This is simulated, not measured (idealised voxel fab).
Proc. module: voxel spacer lines
Square cell edge 5 nm, section width 285 nm, ID cut.
In what follows, cross-sections appear as grids of square cells, described through bands that run from the top down, where every band is one or more rows of cells.
This entry defines a band. It first specifies the height of the band's top and the height of its bottom in nm, and then specifies the band's materials from left to right, stating each material with its width in nm. The word "everywhere" identifies a single material that fills the band from edge to edge, while the word "empty" identifies empty space.
It should be noted that heights are counted from 0, beneath which the wafer as supplied is of one material throughout, and that the lowest band possesses no lower boundary but continues downward, as written in "0 -> down".
A two-number width, for instance "30..40", indicates that the width is equal to the first number in the top row of the band and to the second number in the bottom row, and that it changes by a constant amount per row of cells.
"nothing altered" (step): cross-section cells unchanged, all of them.
The entry "Sealed void listing" lists the empty spaces that cover at least 8 cells and have no open path to the top. Each is written as width x height at distance, where the distance is measured from the left edge and all three values are in nm.
Text after the settings on a step's line: the simulator's own remark on that step.
A step line may carry the setting "overlay nm", which, for steps involving a mask, states the distance by which the mask lay to the right of its intended position; negative values denote displacement to the left.

This section lists the process steps that were planned
- 1: RECEIVE with material Si
- 2: CONFORMAL_DEP with material Al2O3, thk nm 10
- 3: DIRECTIONAL_DEP with material W, thk nm 10
- 4: DIRECTIONAL_DEP with material polySi, thk nm 30
- 5: PATTERN with tone cover, mask id MANDREL, material resist, width nm 20, pitch nm 60, thk nm 40, overlay nm 0
- 6: DIRECTIONAL_ETCH with etch materials polySi, depth nm 30
- 7: STRIP with etch materials resist
- 8: CONFORMAL_DEP with material SiO2, thk nm 10
- 9: DIRECTIONAL_ETCH with etch materials SiO2, depth nm 10
- 10: STRIP with etch materials polySi
- 11: DIRECTIONAL_ETCH with etch materials W, depth nm 10
- 12: STRIP with etch materials SiO2

as received, after step 1
  0 -> down | Si everywhere
  Sealed void listing: none

first wafer at the end, as planned
  20 -> 10 | 90 empty  10 W  20 empty  10 W  20 empty  10 W  20 empty  10 W  95 empty
  10 -> 0 | Al2O3 everywhere
  0 -> down | Si everywhere
  Sealed void listing: none

What the second wafer looks like in cross-section once the module is done. Its start and its plan matched the first wafer's exactly; what differed was one mistake in how it was run
  40 -> 10 | polySi everywhere
  10 -> 0 | Al2O3 everywhere
  0 -> down | Si everywhere
  Sealed void listing: none
Which mistake was made when the wafer was run? steps 3 and 4 got flipped, so each one ran where the other should have
The final cell counts differ between the wafers, with the second having more or fewer of some materials than the first: W -16, polySi +342
